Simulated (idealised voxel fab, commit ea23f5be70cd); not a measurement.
The name of this process module is voxel fin reveal.
Cross-section cut: width 155 nm, square cells of 5 nm.
Think of the cross-section as a grid of square cells. We describe it in bands, top to bottom, and each band covers one or more rows of those cells. Quick guide to a band line: top height, bottom height (nm) up front; then every material left to right with its width in nm. Only one material and it's marked "throughout"? Then it fills the band edge to edge. And "air" just means empty space. Below 0: as-received wafer, all one material; heights counted from there. Lowest band: no bottom, goes on down, written "top 0, no bottom". Think of "30 to 40" as a width that walks from the first number to the second as you go down the band, top row to bottom row, taking equal-sized steps from row to row. "remained unchanged" for a step: no cell of the cross-section changed in that step. "Voids lacking openings" contains a list of empty spaces, each no smaller than 8 cells and without an open way to the top, written in the form width x height at distance with the distance from the left edge and all three in nm. Note: text after step settings on the step line = simulator remark on that step. "overlay nm" answers the question of how far to the right of plan the mask lay on a step that has a mask, and when it is negative the answer is to the left.

Planned process steps:
1 op RECEIVE | material Si
2 op CONFORMAL_DEP | material SiN | thk nm 5
3 op DIRECTIONAL_DEP | material aC | thk nm 15
4 op PATTERN | tone cover | mask id FINS | material resist | width nm 15 | pitch nm 40 | thk nm 35 | overlay nm -15
5 op DIRECTIONAL_ETCH | etch materials aC | depth nm 15
6 op STRIP | etch materials resist
7 op DIRECTIONAL_ETCH | etch materials SiN | depth nm 5
8 op DIRECTIONAL_ETCH | etch materials Si | depth nm 35
9 op STRIP | etch materials aC
10 op FILL_DEP | material SiO2 | thk nm 10
11 op CMP | height nm 5
12 op SELECTIVE_ETCH | etch materials SiO2 | depth nm 15
13 op STRIP | etch materials SiN
14 op CONFORMAL_DEP | material SiO2 | thk nm 5
Split variable: overlay nm, step 4. Plan value = first wafer. Wafers start alike.

Cross-section of the first of several received wafers, showing its state after step 1:
    top 0, no bottom | Si throughout
    Voids lacking openings: none

Below is a per-wafer table. In it, each row describes the wafer at the end of the module by giving, for each material, the number of cells gained (+) or lost (-) since the wafer was received, and after that the closed voids of the wafer:
overlay nm -15; -175 Si; +164 SiO2; Voids lacking openings: none
overlay nm -10; -175 Si; +164 SiO2; Voids lacking openings: none
overlay nm -5; -175 Si; +164 SiO2; Voids lacking openings: none
overlay nm 0; -175 Si; +164 SiO2; Voids lacking openings: none
overlay nm 5; -175 Si; +164 SiO2; Voids lacking openings: none
overlay nm 10; -175 Si; +164 SiO2; Voids lacking openings: none
overlay nm 15; -175 Si; +164 SiO2; Voids lacking openings: none
